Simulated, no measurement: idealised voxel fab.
process module | voxel ribs on slabs
cross-section cut | 255 nm wide | cells 5 nm
A cross-section is a grid of square cells, given in bands from the top down. A band is one or more rows of cells.
Each band's line starts with the height of the band's top and of its bottom, in nm. Then come its materials from left to right, each with its width in nm. One material with "throughout" fills the band from edge to edge. "air" is empty space.
Height 0 is the level under which the wafer as received is all one material. The lowest band goes on downwards, as in "0 down".
A width such as "30 to 40" changes by the same amount from each row of cells to the next, from the band's top row to its bottom row.
"no change" after a step means that no cell of the cross-section changed.
closed voids: empty space of 8 cells or more with no open way to the top, each as width x height at its distance from the left edge, in nm
after a step's settings: what the simulator itself notes on the step
overlay nm, on a step with a mask: how far to the right of its planned place the mask lay; to the left if negative
plan
1 op RECEIVE | material Si
2 op DIRECTIONAL_DEP | material SiO2 | thk nm 30
3 op DIRECTIONAL_DEP | material polySi | thk nm 25
4 op MASKED_ETCH | tone cover | mask id RIB | width nm 15 | etch materials polySi | depth nm 5 | overlay nm 0
5 op MASKED_ETCH | tone cover | mask id SLAB | width nm 75 | etch materials polySi | depth nm 20 | overlay nm 0
6 op FILL_DEP | material SiO2 | thk nm 20
7 op CMP | height nm 65
8 op DIRECTIONAL_DEP | material TiN | thk nm 5
9 op DIRECTIONAL_DEP | material aC | thk nm 15
10 op PATTERN | tone cover | mask id HEATER | material resist | width nm 25 | thk nm 30 | overlay nm 0
11 op DIRECTIONAL_ETCH | etch materials aC | depth nm 15
12 op STRIP | etch materials resist
13 op DIRECTIONAL_ETCH | etch materials TiN | depth nm 5
14 op STRIP | etch materials aC
15 op CONFORMAL_DEP | material SiO2 | thk nm 10
as received, after step 1
  0 down: Si throughout
  closed voids: none
a wafer at the end: this start, this plan, one mistake
  80 to 75: SiO2 125 | air 5 | SiO2 125
  75 to 70: SiO2 throughout
  70 to 65: TiN 115 | SiO2 25 | TiN 115
  65 to 55: SiO2 throughout
  55 to 50: SiO2 120 | polySi 15 | SiO2 120
  50 to 30: SiO2 90 | polySi 75 | SiO2 90
  30 to 0: SiO2 throughout
  0 down: Si throughout
  closed voids: none
what went wrong: step 10 ran as: op PATTERN | tone open | mask id HEATER | material resist | width nm 25 | thk nm 30 | overlay nm 0
